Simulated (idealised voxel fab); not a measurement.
Presented below is a process module, voxel air gaps.
In the cross-section labelled cut, the width is 195 nm and each square cell is 5 nm.
If you're reading a cross-section in this doc, picture square cells in a grid; it comes to you as bands, top ones listed first down to the bottom, and a band can be one or more rows of cells. Quick guide to a band line: top height, bottom height (nm) up front; then every material left to right with its width in nm. Only one material and it's marked "everywhere"? Then it fills the band edge to edge. And "empty" just means empty space. Note: height 0 marks the level under which the wafer is uniformly one material as received. Lowest band unbounded below, written "from 0 down". Top row gets the first number, bottom row gets the second, and each row in between changes by the same step: that is how a band width like "30->40" works. "left unchanged", as given for a step, is the statement that not any cell of the cross-section underwent a change during that step. This entry, "Entrapped voids", enumerates those empty regions of no fewer than 8 cells that possess no open connection to the top. Each region is reported in the form width x height at distance, the distance being taken from the left edge, with all three quantities expressed in nm. The remark found on a step's line after its settings is issued by the simulator itself and pertains to that step. "overlay nm" denotes, for a step that has a mask, the displacement of the mask to the right of its planned place, with negative values corresponding to the left.

# plan
1: RECEIVE, material Si
2: CONFORMAL_DEP, material SiO2, thk nm 10
3: CONFORMAL_DEP, material SiN, thk nm 5
4: DIRECTIONAL_DEP, material lowk, thk nm 35
5: DIRECTIONAL_DEP, material aC, thk nm 15
6: PATTERN, tone open, mask id LINES, material resist, width nm 15, pitch nm 45, thk nm 30, overlay nm -15
7: DIRECTIONAL_ETCH, etch materials aC, depth nm 15
8: STRIP, etch materials resist
9: DIRECTIONAL_ETCH, etch materials lowk, depth nm 35
10: STRIP, etch materials aC
11: CONFORMAL_DEP, material TiN, thk nm 5
12: FILL_DEP, material Cu, thk nm 5
13: CMP, height nm 50
14: EPI, material Ru, thk nm 10
15: SELECTIVE_ETCH, etch materials lowk, depth nm 45
16: CONFORMAL_DEP, material SiN, thk nm 5
Every wafer here starts from the same state; it is the step 6 overlay nm that distinguishes them, and the value the plan gives belongs to the first wafer.

# As-received cross-section, first of several wafers, post step 1
from 0 down | Si everywhere
Entrapped voids: none

# Last step of the module is step 16; after it, the first of several wafers in cross-section
from 65 to 60 | 15 of empty  135 of SiN  45 of empty
from 60 to 50 | 15 of empty  5 of SiN  35 of Ru  10 of SiN  35 of Ru  10 of SiN  35 of Ru  5 of SiN  45 of empty
from 50 to 45 | 15 of empty  15 of SiN  5 of TiN  5 of Cu  5 of TiN  30 of SiN  5 of TiN  5 of Cu  5 of TiN  30 of SiN  5 of TiN  5 of Cu  5 of TiN  15 of SiN  45 of empty
from 45 to 20 | 25 of empty  5 of SiN  5 of TiN  5 of Cu  5 of TiN  5 of SiN  20 of empty  5 of SiN  5 of TiN  5 of Cu  5 of TiN  5 of SiN  20 of empty  5 of SiN  5 of TiN  5 of Cu  5 of TiN  5 of SiN  55 of empty
from 20 to 15 | 30 of SiN  15 of TiN  30 of SiN  15 of TiN  30 of SiN  15 of TiN  60 of SiN
from 15 to 10 | SiN everywhere
from 10 to 0 | SiO2 everywhere
from 0 down | Si everywhere
Entrapped voids: 20 x 25 at 50; 20 x 25 at 95

# Module end, final wafer: cross-section
from 65 to 60 | 45 of empty  135 of SiN  15 of empty
from 60 to 50 | 45 of empty  5 of SiN  35 of Ru  10 of SiN  35 of Ru  10 of SiN  35 of Ru  5 of SiN  15 of empty
from 50 to 45 | 45 of empty  15 of SiN  5 of TiN  5 of Cu  5 of TiN  30 of SiN  5 of TiN  5 of Cu  5 of TiN  30 of SiN  5 of TiN  5 of Cu  5 of TiN  15 of SiN  15 of empty
from 45 to 20 | 55 of empty  5 of SiN  5 of TiN  5 of Cu  5 of TiN  5 of SiN  20 of empty  5 of SiN  5 of TiN  5 of Cu  5 of TiN  5 of SiN  20 of empty  5 of SiN  5 of TiN  5 of Cu  5 of TiN  5 of SiN  25 of empty
from 20 to 15 | 60 of SiN  15 of TiN  30 of SiN  15 of TiN  30 of SiN  15 of TiN  30 of SiN
from 15 to 10 | SiN everywhere
from 10 to 0 | SiO2 everywhere
from 0 down | Si everywhere
Entrapped voids: 20 x 25 at 80; 20 x 25 at 125

# The following table contains a row per wafer, in which are reported, at the conclusion of the module, the cells of each material gained (+) or lost (-) since the wafer's receipt, with its closed voids given thereafter
overlay nm -15, +18 Cu, +42 Ru, +156 SiN, +78 SiO2, +45 TiN, Entrapped voids: 20 x 25 at 50; 20 x 25 at 95
overlay nm -10, +18 Cu, +42 Ru, +156 SiN, +78 SiO2, +45 TiN, Entrapped voids: 20 x 25 at 55; 20 x 25 at 100
overlay nm -5, +18 Cu, +42 Ru, +156 SiN, +78 SiO2, +45 TiN, Entrapped voids: 20 x 25 at 60; 20 x 25 at 105
overlay nm 0, +18 Cu, +42 Ru, +156 SiN, +78 SiO2, +45 TiN, Entrapped voids: 20 x 25 at 65; 20 x 25 at 110
overlay nm 5, +18 Cu, +42 Ru, +156 SiN, +78 SiO2, +45 TiN, Entrapped voids: 20 x 25 at 70; 20 x 25 at 115
overlay nm 10, +18 Cu, +42 Ru, +156 SiN, +78 SiO2, +45 TiN, Entrapped voids: 20 x 25 at 75; 20 x 25 at 120
overlay nm 15, +18 Cu, +42 Ru, +156 SiN, +78 SiO2, +45 TiN, Entrapped voids: 20 x 25 at 80; 20 x 25 at 125
